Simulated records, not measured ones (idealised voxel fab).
The process module presented herein is designated voxel local oxidation.
This is section cut - it's 140 nm across, gridded in 5 nm square cells.
Cross-section format: a grid of square cells, given as bands from top to bottom; each band is one or more rows of cells.
What a band's entry tells you: where the top is and where the bottom is, as heights in nm, and after that what lies inside, material by material from left to right, each with its width in nm. Empty space is written as the word "air", and a single material marked with the word "edge to edge" occupies the band from edge to edge.
We count height from 0. Below that, the starting wafer is all one material. The lowest band never ends at the bottom but goes on down; see "top 0, no bottom" for how that is written.
Read "30..40" as a graded width: first number on top, second number at the bottom, same change between each pair of neighbouring rows.
The designation "no alterations made", where it is given for a processing step, indicates that no cell of the cross-section was altered in the course of that step.
"Closed internal voids" lists enclosed empty spaces (at least 8 cells, no open path upward to the top), each as width x height at distance from the left edge, in nm.
On a step's line, text after the settings is the simulator commenting on that step.
If you see "overlay nm" on a step's line and that step has a mask, it's telling you how far right of where it was planned the mask ended up; a negative number means it went left instead.
[The process steps that were planned are listed below]
- 1: RECEIVE (material Si)
- 2: OXIDIZE (depth nm 5)
- 3: CONFORMAL_DEP (material SiN; thk nm 10)
- 4: PATTERN (tone cover; mask id ACTIVE; material resist; width nm 95; thk nm 15; overlay nm 0)
- 5: DIRECTIONAL_ETCH (etch materials SiN; depth nm 10)
- 6: STRIP (etch materials resist)
- 7: SELECTIVE_ETCH (etch materials SiO2; depth nm 5)
- 8: OXIDIZE (depth nm 10)
- 9: STRIP (etch materials SiN)
[Incoming wafer, cross-sectional view, post step 1]
    top 0, no bottom  Si edge to edge
    Closed internal voids: none
[Starting wafer: above. Plan: above. Run: one mistake. Cross-section after the module: below]
    top 0, bottom -5  30 of air  85 of SiO2  25 of air
    top -5, bottom -15  40 of SiO2  65 of Si  35 of SiO2
    top -15, no bottom  Si edge to edge
    Closed internal voids: none
Misprocessing identified: step 4 was not run as planned; what actually ran was PATTERN (tone cover; mask id ACTIVE; material resist; width nm 95; thk nm 15; overlay nm 5)
